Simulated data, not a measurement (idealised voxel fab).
process module | voxel transistor to metal
cross-section cut | 165 nm wide | cells 5 nm
A cross-section is a grid of square cells, given in bands from the top down. A band is one or more rows of cells.
Each band's line starts with the height of the band's top and of its bottom, in nm. Then come its materials from left to right, each with its width in nm. One material with "throughout" fills the band from edge to edge. "air" is empty space.
Height 0 is the level under which the wafer as received is all one material. The lowest band goes on downwards, as in "0 down".
A width such as "30 to 40" changes by the same amount from each row of cells to the next, from the band's top row to its bottom row.
"no change" after a step means that no cell of the cross-section changed.
closed voids: empty space of 8 cells or more with no open way to the top, each as width x height at its distance from the left edge, in nm
after a step's settings: what the simulator itself notes on the step
overlay nm, on a step with a mask: how far to the right of its planned place the mask lay; to the left if negative
plan
1 op RECEIVE | material Si
2 op OXIDIZE | depth nm 5
3 op CONFORMAL_DEP | material SiN | thk nm 10
4 op MASKED_ETCH | tone cover | mask id ACTIVE | width nm 110 | etch materials SiN | depth nm 10 | overlay nm 0
5 op MASKED_ETCH | tone cover | mask id ACTIVE | width nm 110 | etch materials SiO2 | depth nm 5 | overlay nm 0
6 op MASKED_ETCH | tone cover | mask id ACTIVE | width nm 110 | etch materials Si | depth nm 25 | overlay nm 0
7 op OXIDIZE | depth nm 5
8 op FILL_DEP | material SiO2 | thk nm 15
9 op CMP | height nm 10
10 op SELECTIVE_ETCH | etch materials SiO2 | depth nm 5
11 op STRIP | etch materials SiN
12 op SELECTIVE_ETCH | etch materials SiO2 | depth nm 5
13 op OXIDIZE | depth nm 5
14 op DIRECTIONAL_DEP | material polySi | thk nm 30
15 op DIRECTIONAL_DEP | material SiCN | thk nm 15
16 op PATTERN | tone cover | mask id GATE | material resist | width nm 30 | thk nm 15 | overlay nm 0
17 op DIRECTIONAL_ETCH | etch materials SiCN | depth nm 25
18 op DIRECTIONAL_ETCH | etch materials polySi | depth nm 40
19 op STRIP | etch materials resist
20 op CONFORMAL_DEP | material SiO2 | thk nm 5
21 op DIRECTIONAL_ETCH | etch materials SiO2 | depth nm 5
22 op CONFORMAL_DEP | material SiN | thk nm 10
23 op DIRECTIONAL_ETCH | etch materials SiN | depth nm 10
24 op DIRECTIONAL_ETCH | etch materials SiO2 | depth nm 5
25 op DIRECTIONAL_ETCH | etch materials Si | depth nm 5
26 op EPI | material pSi | thk nm 10
27 op FILL_DEP | material SiO2 | thk nm 10
28 op CMP | height nm 25
29 op STRIP | etch materials polySi
30 op SELECTIVE_ETCH | etch materials SiO2 | depth nm 5
31 op CONFORMAL_DEP | material HfO2 | thk nm 5
32 op CONFORMAL_DEP | material TiN | thk nm 5
33 op FILL_DEP | material W | thk nm 5
34 op CMP | height nm 20
35 op DIRECTIONAL_DEP | material SiO2 | thk nm 10
36 op PATTERN | tone open | mask id CONTACT | material resist | width nm 15 | pitch nm 75 | thk nm 20 | overlay nm 0
37 op DIRECTIONAL_ETCH | etch materials SiO2 | depth nm 30
38 op STRIP | etch materials resist
39 op CONFORMAL_DEP | material TiN | thk nm 5
40 op FILL_DEP | material Ru | thk nm 10
41 op CMP | height nm 30
42 op DIRECTIONAL_DEP | material TiN | thk nm 5
43 op DIRECTIONAL_DEP | material W | thk nm 15
44 op PATTERN | tone cover | mask id METAL_1 | material resist | width nm 15 | pitch nm 75 | thk nm 20 | overlay nm 0
45 op DIRECTIONAL_ETCH | etch materials W | depth nm 15
46 op DIRECTIONAL_ETCH | etch materials TiN | depth nm 5
47 op STRIP | etch materials resist
48 op FILL_DEP | material lowk | thk nm 5
49 op CMP | height nm 50
50 op CONFORMAL_DEP | material SiCN | thk nm 5
first wafer, as planned
as received, after step 1
  0 down: Si throughout
  closed voids: none
after step 2
  0 to -5: SiO2 throughout
  below -5: unchanged
after step 3
  10 to 0: SiN throughout
  below 0: unchanged
after step 4
  10 to 0: air 25 | SiN 110 | air 30
  below 0: unchanged
after step 5
  10 to 0: air 25 | SiN 110 | air 30
  0 to -5: air 25 | SiO2 110 | air 30
  below -5: unchanged
after step 6
  10 to 0: air 25 | SiN 110 | air 30
  0 to -5: air 25 | SiO2 110 | air 30
  -5 to -30: air 25 | Si 110 | air 30
  below -30: unchanged
after step 7
  10 to 0: air 25 | SiN 110 | air 30
  0 to -5: air 25 | SiO2 110 | air 30
  -5 to -30: air 25 | SiO2 5 | Si 100 | SiO2 5 | air 30
  -30 to -35: SiO2 30 | Si 100 | SiO2 35
  below -35: unchanged
after step 8
  25 to 10: SiO2 throughout
  10 to 0: SiO2 25 | SiN 110 | SiO2 30
  0 to -5: SiO2 throughout
  -5 to -35: SiO2 30 | Si 100 | SiO2 35
  below -35: unchanged
after step 9
  10 to 0: SiO2 25 | SiN 110 | SiO2 30
  below 0: unchanged
after step 10
  10 to 5: air 25 | SiN 110 | air 30
  below 5: unchanged
after step 11
  5 to 0: SiO2 25 | air 110 | SiO2 30
  below 0: unchanged
after step 12
  0 to -5: SiO2 20 | air 120 | SiO2 25
  below -5: unchanged
after step 13
  0 to -5: SiO2 20 | air 120 | SiO2 25
  -5 to -10: SiO2 throughout
  below -10: unchanged
after step 14
  30 to 25: polySi 20 | air 120 | polySi 25
  25 to 0: polySi throughout
  0 to -5: SiO2 20 | polySi 120 | SiO2 25
  below -5: unchanged
after step 15
  45 to 40: SiCN 20 | air 120 | SiCN 25
  40 to 30: SiCN throughout
  30 to 25: polySi 20 | SiCN 120 | polySi 25
  below 25: unchanged
after step 16
  60 to 45: air 65 | resist 30 | air 70
  45 to 40: SiCN 20 | air 45 | resist 30 | air 45 | SiCN 25
  below 40: unchanged
after step 17
  60 to 40: air 65 | resist 30 | air 70
  40 to 30: air 65 | SiCN 30 | air 70
  30 to 25: polySi 20 | air 45 | SiCN 30 | air 45 | polySi 25
  below 25: unchanged
after step 18
  60 to 40: air 65 | resist 30 | air 70
  40 to 25: air 65 | SiCN 30 | air 70
  25 to 0: air 65 | polySi 30 | air 70
  0 to -5: SiO2 20 | air 45 | polySi 30 | air 45 | SiO2 25
  below -5: unchanged
after step 19
  40 to 25: air 65 | SiCN 30 | air 70
  below 25: unchanged
after step 20
  45 to 40: air 60 | SiO2 40 | air 65
  40 to 25: air 60 | SiO2 5 | SiCN 30 | SiO2 5 | air 65
  25 to 5: air 60 | SiO2 5 | polySi 30 | SiO2 5 | air 65
  5 to 0: SiO2 25 | air 35 | SiO2 5 | polySi 30 | SiO2 5 | air 35 | SiO2 30
  0 to -5: SiO2 65 | polySi 30 | SiO2 70
  below -5: unchanged
after step 21
  40 to 25: air 60 | SiO2 5 | SiCN 30 | SiO2 5 | air 65
  25 to 0: air 60 | SiO2 5 | polySi 30 | SiO2 5 | air 65
  0 to -5: SiO2 25 | air 35 | SiO2 5 | polySi 30 | SiO2 5 | air 35 | SiO2 30
  below -5: unchanged
after step 22
  50 to 40: air 50 | SiN 60 | air 55
  40 to 25: air 50 | SiN 10 | SiO2 5 | SiCN 30 | SiO2 5 | SiN 10 | air 55
  25 to 10: air 50 | SiN 10 | SiO2 5 | polySi 30 | SiO2 5 | SiN 10 | air 55
  10 to 5: SiN 35 | air 15 | SiN 10 | SiO2 5 | polySi 30 | SiO2 5 | SiN 10 | air 15 | SiN 40
  5 to 0: SiN 60 | SiO2 5 | polySi 30 | SiO2 5 | SiN 65
  0 to -5: SiO2 25 | SiN 35 | SiO2 5 | polySi 30 | SiO2 5 | SiN 35 | SiO2 30
  below -5: unchanged
after step 23
  40 to 25: air 50 | SiN 10 | SiO2 5 | SiCN 30 | SiO2 5 | SiN 10 | air 55
  25 to 0: air 50 | SiN 10 | SiO2 5 | polySi 30 | SiO2 5 | SiN 10 | air 55
  0 to -5: SiO2 25 | SiN 10 | air 15 | SiN 10 | SiO2 5 | polySi 30 | SiO2 5 | SiN 10 | air 15 | SiN 10 | SiO2 30
  below -5: unchanged
after step 24
  40 to 35: air 50 | SiN 10 | air 5 | SiCN 30 | air 5 | SiN 10 | air 55
  35 to 25: air 50 | SiN 10 | SiO2 5 | SiCN 30 | SiO2 5 | SiN 10 | air 55
  25 to 0: air 50 | SiN 10 | SiO2 5 | polySi 30 | SiO2 5 | SiN 10 | air 55
  0 to -5: air 25 | SiN 10 | air 15 | SiN 10 | SiO2 5 | polySi 30 | SiO2 5 | SiN 10 | air 15 | SiN 10 | air 30
  -5 to -10: SiO2 35 | air 15 | SiO2 60 | air 15 | SiO2 40
  below -10: unchanged
after step 25
  40 to 35: air 50 | SiN 10 | air 5 | SiCN 30 | air 5 | SiN 10 | air 55
  35 to 25: air 50 | SiN 10 | SiO2 5 | SiCN 30 | SiO2 5 | SiN 10 | air 55
  25 to 0: air 50 | SiN 10 | SiO2 5 | polySi 30 | SiO2 5 | SiN 10 | air 55
  0 to -5: air 25 | SiN 10 | air 15 | SiN 10 | SiO2 5 | polySi 30 | SiO2 5 | SiN 10 | air 15 | SiN 10 | air 30
  -5 to -10: SiO2 35 | air 15 | SiO2 60 | air 15 | SiO2 40
  -10 to -15: SiO2 30 | Si 5 | air 15 | Si 60 | air 15 | Si 5 | SiO2 35
  below -15: unchanged
after step 26
  40 to 35: air 50 | SiN 10 | air 5 | SiCN 30 | air 5 | SiN 10 | air 55
  35 to 25: air 50 | SiN 10 | SiO2 5 | SiCN 30 | SiO2 5 | SiN 10 | air 55
  25 to 0: air 50 | SiN 10 | SiO2 5 | polySi 30 | SiO2 5 | SiN 10 | air 55
  0 to -5: air 25 | SiN 10 | pSi 15 | SiN 10 | SiO2 5 | polySi 30 | SiO2 5 | SiN 10 | pSi 15 | SiN 10 | air 30
  -5 to -10: SiO2 35 | pSi 15 | SiO2 60 | pSi 15 | SiO2 40
  -10 to -15: SiO2 30 | Si 5 | pSi 15 | Si 60 | pSi 15 | Si 5 | SiO2 35
  below -15: unchanged
after step 27
  50 to 40: SiO2 throughout
  40 to 25: SiO2 50 | SiN 10 | SiO2 5 | SiCN 30 | SiO2 5 | SiN 10 | SiO2 55
  25 to 0: SiO2 50 | SiN 10 | SiO2 5 | polySi 30 | SiO2 5 | SiN 10 | SiO2 55
  0 to -5: SiO2 25 | SiN 10 | pSi 15 | SiN 10 | SiO2 5 | polySi 30 | SiO2 5 | SiN 10 | pSi 15 | SiN 10 | SiO2 30
  below -5: unchanged
after step 28
  25 to 0: SiO2 50 | SiN 10 | SiO2 5 | polySi 30 | SiO2 5 | SiN 10 | SiO2 55
  below 0: unchanged
after step 29
  25 to 0: SiO2 50 | SiN 10 | SiO2 5 | air 30 | SiO2 5 | SiN 10 | SiO2 55
  0 to -5: SiO2 25 | SiN 10 | pSi 15 | SiN 10 | SiO2 5 | air 30 | SiO2 5 | SiN 10 | pSi 15 | SiN 10 | SiO2 30
  below -5: unchanged
after step 30
  25 to 20: air 50 | SiN 10 | air 40 | SiN 10 | air 55
  20 to 0: SiO2 50 | SiN 10 | air 40 | SiN 10 | SiO2 55
  0 to -5: SiO2 25 | SiN 10 | pSi 15 | SiN 10 | air 40 | SiN 10 | pSi 15 | SiN 10 | SiO2 30
  -5 to -10: SiO2 35 | pSi 15 | SiO2 10 | air 40 | SiO2 10 | pSi 15 | SiO2 40
  below -10: unchanged
after step 31
  30 to 25: air 45 | HfO2 20 | air 30 | HfO2 20 | air 50
  25 to 20: HfO2 50 | SiN 10 | HfO2 5 | air 30 | HfO2 5 | SiN 10 | HfO2 55
  20 to 0: SiO2 50 | SiN 10 | HfO2 5 | air 30 | HfO2 5 | SiN 10 | SiO2 55
  0 to -5: SiO2 25 | SiN 10 | pSi 15 | SiN 10 | HfO2 5 | air 30 | HfO2 5 | SiN 10 | pSi 15 | SiN 10 | SiO2 30
  -5 to -10: SiO2 35 | pSi 15 | SiO2 10 | HfO2 40 | SiO2 10 | pSi 15 | SiO2 40
  below -10: unchanged
after step 32
  35 to 30: air 40 | TiN 30 | air 20 | TiN 30 | air 45
  30 to 25: TiN 45 | HfO2 20 | TiN 5 | air 20 | TiN 5 | HfO2 20 | TiN 50
  25 to 20: HfO2 50 | SiN 10 | HfO2 5 | TiN 5 | air 20 | TiN 5 | HfO2 5 | SiN 10 | HfO2 55
  20 to 0: SiO2 50 | SiN 10 | HfO2 5 | TiN 5 | air 20 | TiN 5 | HfO2 5 | SiN 10 | SiO2 55
  0 to -5: SiO2 25 | SiN 10 | pSi 15 | SiN 10 | HfO2 5 | TiN 30 | HfO2 5 | SiN 10 | pSi 15 | SiN 10 | SiO2 30
  below -5: unchanged
after step 33
  40 to 35: W throughout
  35 to 30: W 40 | TiN 30 | W 20 | TiN 30 | W 45
  30 to 25: TiN 45 | HfO2 20 | TiN 5 | W 20 | TiN 5 | HfO2 20 | TiN 50
  25 to 20: HfO2 50 | SiN 10 | HfO2 5 | TiN 5 | W 20 | TiN 5 | HfO2 5 | SiN 10 | HfO2 55
  20 to 0: SiO2 50 | SiN 10 | HfO2 5 | TiN 5 | W 20 | TiN 5 | HfO2 5 | SiN 10 | SiO2 55
  below 0: unchanged
after step 34
  20 to 0: SiO2 50 | SiN 10 | HfO2 5 | TiN 5 | W 20 | TiN 5 | HfO2 5 | SiN 10 | SiO2 55
  below 0: unchanged
after step 35
  30 to 20: SiO2 throughout
  below 20: unchanged
after step 36
  50 to 30: resist 35 | air 15 | resist 60 | air 15 | resist 40
  below 30: unchanged
after step 37
  50 to 30: resist 35 | air 15 | resist 60 | air 15 | resist 40
  30 to 20: SiO2 35 | air 15 | SiO2 60 | air 15 | SiO2 40
  20 to 0: SiO2 35 | air 15 | SiN 10 | HfO2 5 | TiN 5 | W 20 | TiN 5 | HfO2 5 | SiN 10 | air 15 | SiO2 40
  below 0: unchanged
after step 38
  30 to 20: SiO2 35 | air 15 | SiO2 60 | air 15 | SiO2 40
  below 20: unchanged
after step 39
  35 to 30: TiN 40 | air 5 | TiN 70 | air 5 | TiN 45
  30 to 20: SiO2 35 | TiN 5 | air 5 | TiN 5 | SiO2 60 | TiN 5 | air 5 | TiN 5 | SiO2 40
  20 to 5: SiO2 35 | TiN 5 | air 5 | TiN 5 | SiN 10 | HfO2 5 | TiN 5 | W 20 | TiN 5 | HfO2 5 | SiN 10 | TiN 5 | air 5 | TiN 5 | SiO2 40
  5 to 0: SiO2 35 | TiN 15 | SiN 10 | HfO2 5 | TiN 5 | W 20 | TiN 5 | HfO2 5 | SiN 10 | TiN 15 | SiO2 40
  below 0: unchanged
after step 40
  45 to 35: Ru throughout
  35 to 30: TiN 40 | Ru 5 | TiN 70 | Ru 5 | TiN 45
  30 to 20: SiO2 35 | TiN 5 | Ru 5 | TiN 5 | SiO2 60 | TiN 5 | Ru 5 | TiN 5 | SiO2 40
  20 to 5: SiO2 35 | TiN 5 | Ru 5 | TiN 5 | SiN 10 | HfO2 5 | TiN 5 | W 20 | TiN 5 | HfO2 5 | SiN 10 | TiN 5 | Ru 5 | TiN 5 | SiO2 40
  below 5: unchanged
after step 41
  30 to 20: SiO2 35 | TiN 5 | Ru 5 | TiN 5 | SiO2 60 | TiN 5 | Ru 5 | TiN 5 | SiO2 40
  below 20: unchanged
after step 42
  35 to 30: TiN throughout
  below 30: unchanged
after step 43
  50 to 35: W throughout
  below 35: unchanged
after step 44
  70 to 50: air 35 | resist 15 | air 60 | resist 15 | air 40
  below 50: unchanged
after step 45
  70 to 50: air 35 | resist 15 | air 60 | resist 15 | air 40
  50 to 35: air 35 | W 15 | air 60 | W 15 | air 40
  below 35: unchanged
after step 46
  70 to 50: air 35 | resist 15 | air 60 | resist 15 | air 40
  50 to 35: air 35 | W 15 | air 60 | W 15 | air 40
  35 to 30: air 35 | TiN 15 | air 60 | TiN 15 | air 40
  below 30: unchanged
after step 47
  50 to 35: air 35 | W 15 | air 60 | W 15 | air 40
  below 35: unchanged
after step 48
  55 to 50: lowk throughout
  50 to 35: lowk 35 | W 15 | lowk 60 | W 15 | lowk 40
  35 to 30: lowk 35 | TiN 15 | lowk 60 | TiN 15 | lowk 40
  below 30: unchanged
after step 49
  50 to 35: lowk 35 | W 15 | lowk 60 | W 15 | lowk 40
  below 35: unchanged
after step 50
  55 to 50: SiCN throughout
  below 50: unchanged
second wafer: like start, like plan, one mistake. Through step 40 it matches the first wafer
when step 41 should have ended
  35 to 30: TiN 40 | Ru 5 | TiN 70 | Ru 5 | TiN 45
  below 30: unchanged
when step 42 should have ended
  40 to 35: TiN throughout
  below 35: unchanged
when step 43 should have ended
  55 to 40: W throughout
  below 40: unchanged
when step 44 should have ended
  75 to 55: air 35 | resist 15 | air 60 | resist 15 | air 40
  below 55: unchanged
when step 45 should have ended
  75 to 55: air 35 | resist 15 | air 60 | resist 15 | air 40
  55 to 40: air 35 | W 15 | air 60 | W 15 | air 40
  below 40: unchanged
when step 46 should have ended
  75 to 55: air 35 | resist 15 | air 60 | resist 15 | air 40
  55 to 40: air 35 | W 15 | air 60 | W 15 | air 40
  40 to 35: air 35 | TiN 15 | air 60 | TiN 15 | air 40
  below 35: unchanged
when step 47 should have ended
  55 to 40: air 35 | W 15 | air 60 | W 15 | air 40
  below 40: unchanged
when step 48 should have ended
  60 to 55: lowk throughout
  55 to 40: lowk 35 | W 15 | lowk 60 | W 15 | lowk 40
  40 to 35: lowk 35 | TiN 15 | lowk 60 | TiN 15 | lowk 40
  below 35: unchanged
when step 49 should have ended
  50 to 40: lowk 35 | W 15 | lowk 60 | W 15 | lowk 40
  below 40: unchanged
when step 50 should have ended
  55 to 50: SiCN throughout
  below 50: unchanged
what went wrong: step 41 ran as: op CMP | height nm 35
at the end the second wafer has, in cells: 2 more of Ru | 31 more of TiN | 6 fewer of W | 27 fewer of lowk
